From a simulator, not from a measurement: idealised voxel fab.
Process module in this document: voxel double patterning
Square cell edge 5 nm, section width 295 nm, ID cut.
Cross-section format: a grid of square cells, given as bands from top to bottom; each band is one or more rows of cells.
Basically the band line says how high the top is and how high the bottom is, in nm, and then what's in it from left to right, every material with its width in nm. Empty space shows up as "air", and if a single material carries "edge to edge" it runs the full band edge to edge.
Heights from 0 (as-received wafer is one material below). Bottom band endless downward, as "0 down".
It should be noted that a width expressed as "30->40" varies in equal increments from row to row of cells within the band, taking the value of the first number at the top row and that of the second number at the bottom row.
No cell of the cross-section changed in a step that is given as "everything unchanged".
Reported under the label "Catalogued sealed voids" are the empty spaces having no open way to the top and comprising 8 cells or more; the notation for each is width x height at distance, in which the distance is measured from the left edge and all three values are in nm.
On each step's line, the part that comes after the settings is the simulator's own comment on the step.
Regarding "overlay nm": on a step with a mask, it is the distance the mask lay to the right of its planned place; a negative value places it to the left.
In what follows, pairs of cross-sections are presented, each taken before and after one process step, with the after cross-section shown only down to the lowest band that was altered; the step, together with its settings, is stated below the pair. The pairs may stem from different runs of this module on the same starting wafer; accordingly, a pair should be taken as continuing from the one above it solely where its entry headed "Pre-process" indicates as much.
PRE-PROCESS
  45 to 35 | 90 nm aC  30 nm air  20 nm aC  30 nm air  20 nm aC  15 nm air  90 nm aC
  35 to 25 | 90 nm SiN  15 nm aC  15 nm air  20 nm SiN  15 nm aC  15 nm air  20 nm SiN  15 nm aC  90 nm SiN
  25 to 5 | W edge to edge
  5 to 0 | SiO2 edge to edge
  0 down | Si edge to edge
  Catalogued sealed voids: none
RESULTING CROSS-SECTION
  35 to 25 | 90 nm SiN  30 nm air  20 nm SiN  30 nm air  20 nm SiN  15 nm air  90 nm SiN
  Below 25 it's all the same as before, nothing changed down there.
  Catalogued sealed voids: none
Between the two cross-sections shown above lies STRIP with etch materials aC
Pre-process: after-step cross-section of the pair just above applies.
RESULTING CROSS-SECTION
  35 to 25 | 90 nm SiN  30 nm air  20 nm SiN  30 nm air  20 nm SiN  15 nm air  90 nm SiN
  25 to 5 | 90 nm W  30 nm air  20 nm W  30 nm air  20 nm W  15 nm air  90 nm W
  Below 5 it's all the same as before, nothing changed down there.
  Catalogued sealed voids: none
Between the two cross-sections shown above lies DIRECTIONAL_ETCH with etch materials W, depth nm 20
Pre-process: after-step cross-section of the pair just above applies.
RESULTING CROSS-SECTION
  25 to 5 | 90 nm W  30 nm air  20 nm W  30 nm air  20 nm W  15 nm air  90 nm W
  Below 5 it's all the same as before, nothing changed down there.
  Catalogued sealed voids: none
Between the two cross-sections shown above lies STRIP with etch materials SiN
PRE-PROCESS
  35 to 25 | 90 nm SiN  15 nm air  35 nm SiN  15 nm air  35 nm SiN  15 nm air  90 nm SiN
  25 to 5 | W edge to edge
  5 to 0 | SiO2 edge to edge
  0 down | Si edge to edge
  Catalogued sealed voids: none
RESULTING CROSS-SECTION
  45 to 35 | 90 nm W  15 nm air  35 nm W  15 nm air  35 nm W  15 nm air  90 nm W
  35 to 25 | 90 nm SiN  15 nm W  35 nm SiN  15 nm W  35 nm SiN  15 nm W  90 nm SiN
  Below 25 it's all the same as before, nothing changed down there.
  Catalogued sealed voids: none
Between the two cross-sections shown above lies DIRECTIONAL_DEP with material W, thk nm 10
Pre-process: after-step cross-section of the pair just above applies.
RESULTING CROSS-SECTION
  75 to 45 | 115 nm resist  15 nm air  35 nm resist  15 nm air  115 nm resist
  45 to 35 | 90 nm W  15 nm resist  35 nm W  15 nm resist  35 nm W  15 nm resist  90 nm W
  Below 35 it's all the same as before, nothing changed down there.
  Catalogued sealed voids: none
Between the two cross-sections shown above lies PATTERN with tone open, mask id SECOND, material resist, width nm 15, pitch nm 50, thk nm 30, overlay nm 0
Pre-process: after-step cross-section of the pair just above applies.
RESULTING CROSS-SECTION
  65 to 45 | 115 nm resist  15 nm air  35 nm resist  15 nm air  115 nm resist
  Below 45 it's all the same as before, nothing changed down there.
  Catalogued sealed voids: none
Between the two cross-sections shown above lies DIRECTIONAL_ETCH with etch materials aC, depth nm 10
Pre-process: after-step cross-section of the pair just above applies.
RESULTING CROSS-SECTION
  45 to 35 | 90 nm W  15 nm air  35 nm W  15 nm air  35 nm W  15 nm air  90 nm W
  Below 35 it's all the same as before, nothing changed down there.
  Catalogued sealed voids: none
Between the two cross-sections shown above lies STRIP with etch materials resist
Pre-process: after-step cross-section of the pair just above applies.
RESULTING CROSS-SECTION
  35 to 25 | 90 nm SiN  15 nm air  35 nm SiN  15 nm air  35 nm SiN  15 nm air  90 nm SiN
  25 to 15 | 90 nm W  15 nm air  35 nm W  15 nm air  35 nm W  15 nm air  90 nm W
  Below 15 it's all the same as before, nothing changed down there.
  Catalogued sealed voids: none
Between the two cross-sections shown above lies DIRECTIONAL_ETCH with etch materials W, depth nm 20
Pre-process: after-step cross-section of the pair just above applies.
RESULTING CROSS-SECTION
  25 to 15 | 90 nm W  15 nm air  35 nm W  15 nm air  35 nm W  15 nm air  90 nm W
  Below 15 it's all the same as before, nothing changed down there.
  Catalogued sealed voids: none
Between the two cross-sections shown above lies STRIP with etch materials SiN
PRE-PROCESS
  35 to 25 | SiN edge to edge
  25 to 5 | W edge to edge
  5 to 0 | SiO2 edge to edge
  0 down | Si edge to edge
  Catalogued sealed voids: none
RESULTING CROSS-SECTION
  35 to 25 | 90 nm air  15 nm SiN  35 nm air  15 nm SiN  35 nm air  15 nm SiN  90 nm air
  Below 25 it's all the same as before, nothing changed down there.
  Catalogued sealed voids: none
Between the two cross-sections shown above lies MASKED_ETCH with tone cover, mask id FIRST, width nm 15, pitch nm 50, etch materials SiN, depth nm 10, overlay nm 0
Pre-process: after-step cross-section of the pair just above applies.
RESULTING CROSS-SECTION
  45 to 35 | 90 nm air  15 nm aC  35 nm air  15 nm aC  35 nm air  15 nm aC  90 nm air
  35 to 25 | 90 nm aC  15 nm SiN  35 nm aC  15 nm SiN  35 nm aC  15 nm SiN  90 nm aC
  Below 25 it's all the same as before, nothing changed down there.
  Catalogued sealed voids: none
Between the two cross-sections shown above lies DIRECTIONAL_DEP with material aC, thk nm 10
Pre-process: after-step cross-section of the pair just above applies.
RESULTING CROSS-SECTION
  75 to 45 | 115 nm resist  15 nm air  35 nm resist  15 nm air  115 nm resist
  45 to 35 | 90 nm resist  15 nm aC  10 nm resist  15 nm air  10 nm resist  15 nm aC  10 nm resist  15 nm air  10 nm resist  15 nm aC  90 nm resist
  Below 35 it's all the same as before, nothing changed down there.
  Catalogued sealed voids: none
Between the two cross-sections shown above lies PATTERN with tone open, mask id SECOND, material resist, width nm 15, pitch nm 50, thk nm 30, overlay nm 0
Pre-process: after-step cross-section of the pair just above applies.
RESULTING CROSS-SECTION
  65 to 45 | 115 nm resist  15 nm air  35 nm resist  15 nm air  115 nm resist
  45 to 35 | 90 nm resist  15 nm aC  10 nm resist  15 nm air  10 nm resist  15 nm aC  10 nm resist  15 nm air  10 nm resist  15 nm aC  90 nm resist
  35 to 25 | 90 nm aC  15 nm SiN  10 nm aC  15 nm air  10 nm aC  15 nm SiN  10 nm aC  15 nm air  10 nm aC  15 nm SiN  90 nm aC
  Below 25 it's all the same as before, nothing changed down there.
  Catalogued sealed voids: none
Between the two cross-sections shown above lies DIRECTIONAL_ETCH with etch materials aC, depth nm 10
Pre-process: after-step cross-section of the pair just above applies.
RESULTING CROSS-SECTION
  45 to 35 | 90 nm air  15 nm aC  35 nm air  15 nm aC  35 nm air  15 nm aC  90 nm air
  Below 35 it's all the same as before, nothing changed down there.
  Catalogued sealed voids: none
Between the two cross-sections shown above lies STRIP with etch materials resist
Pre-process: after-step cross-section of the pair just above applies.
RESULTING CROSS-SECTION
  35 to 25 | 90 nm air  15 nm SiN  35 nm air  15 nm SiN  35 nm air  15 nm SiN  90 nm air
  Below 25 it's all the same as before, nothing changed down there.
  Catalogued sealed voids: none
Between the two cross-sections shown above lies STRIP with etch materials aC
Pre-process: after-step cross-section of the pair just above applies.
RESULTING CROSS-SECTION
  35 to 25 | 90 nm air  15 nm SiN  35 nm air  15 nm SiN  35 nm air  15 nm SiN  90 nm air
  25 to 5 | 90 nm air  15 nm W  35 nm air  15 nm W  35 nm air  15 nm W  90 nm air
  Below 5 it's all the same as before, nothing changed down there.
  Catalogued sealed voids: none
Between the two cross-sections shown above lies DIRECTIONAL_ETCH with etch materials W, depth nm 20
Pre-process: after-step cross-section of the pair just above applies.
RESULTING CROSS-SECTION
  25 to 5 | 90 nm air  15 nm W  35 nm air  15 nm W  35 nm air  15 nm W  90 nm air
  Below 5 it's all the same as before, nothing changed down there.
  Catalogued sealed voids: none
Between the two cross-sections shown above lies STRIP with etch materials SiN
